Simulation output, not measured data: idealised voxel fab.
The process module that follows is named voxel lift off.
We display cut, a cross-section 295 nm in width whose square cells are each 5 nm.
For the purposes of this document, a cross-section shall be understood as a grid of square cells, specified as bands listed in top-to-bottom order, each band consisting of one or more rows of cells.
Heads up on the band format: heights come first, top then bottom, in nm. After that it's the materials left to right, each with its width in nm. A single material flagged "everywhere" fills the whole band edge to edge, and "air" means there's empty space there.
Convention: height 0 is the level below which the wafer, as received, is all one material. The lowest band does not terminate at the bottom but continues downward, represented as "z 0 and below".
Width: "30 to 40" (first number = top row, second number = bottom row, same change from row to row of cells).
Any step labelled "no change" changed none of the cells in the cross-section.
Fully closed voids: empty space of 8 cells or more with no open way to the top, each as width x height at its distance from the left edge, in nm
On each step's line, the part that comes after the settings is the simulator's own comment on the step.
For masked steps, "overlay nm" on the step line gives how far right of plan the mask actually lay; a minus sign means it lay to the left.
Steps planned for the process:
1. RECEIVE, material Si
2. CONFORMAL_DEP, material SiN, thk nm 5
3. PATTERN, tone open, mask id LINES, material resist, width nm 15, pitch nm 55, thk nm 30, overlay nm 0
4. DIRECTIONAL_DEP, material Ru, thk nm 15
5. STRIP, etch materials resist
6. CONFORMAL_DEP, material SiN, thk nm 10
The wafers in this document start out alike and differ in the width nm applied at step 3; the plan shows the value used for the first wafer.
The first of several wafers in cross-section, exactly as it reached us after step 1:
z 0 and below: Si everywhere
Fully closed voids: none
End-of-module cross-section, first of several wafers, after last step 6:
z 30 to 20: air=45 | SiN=35 | air=20 | SiN=35 | air=20 | SiN=35 | air=20 | SiN=35 | air=50
z 20 to 15: air=45 | SiN=10 | Ru=15 | SiN=10 | air=20 | SiN=10 | Ru=15 | SiN=10 | air=20 | SiN=10 | Ru=15 | SiN=10 | air=20 | SiN=10 | Ru=15 | SiN=10 | air=50
z 15 to 5: SiN=55 | Ru=15 | SiN=40 | Ru=15 | SiN=40 | Ru=15 | SiN=40 | Ru=15 | SiN=60
z 5 to 0: SiN everywhere
z 0 and below: Si everywhere
Fully closed voids: none
Last wafer at the end:
z 30 to 20: air=35 | SiN=225 | air=35
z 20 to 15: air=35 | SiN=10 | Ru=40 | SiN=15 | Ru=40 | SiN=15 | Ru=40 | SiN=15 | Ru=40 | SiN=10 | air=35
z 15 to 5: SiN=45 | Ru=40 | SiN=15 | Ru=40 | SiN=15 | Ru=40 | SiN=15 | Ru=40 | SiN=45
z 5 to 0: SiN everywhere
z 0 and below: Si everywhere
Fully closed voids: none
The following table contains a row per wafer, in which are reported, at the conclusion of the module, the cells of each material gained (+) or lost (-) since the wafer's receipt, with its closed voids given thereafter:
width nm 15, +36 Ru, +225 SiN, Fully closed voids: none
width nm 20, +48 Ru, +225 SiN, Fully closed voids: none
width nm 25, +60 Ru, +225 SiN, Fully closed voids: none
width nm 30, +72 Ru, +225 SiN, Fully closed voids: none
width nm 35, +84 Ru, +225 SiN, Fully closed voids: none
width nm 40, +96 Ru, +216 SiN, Fully closed voids: none
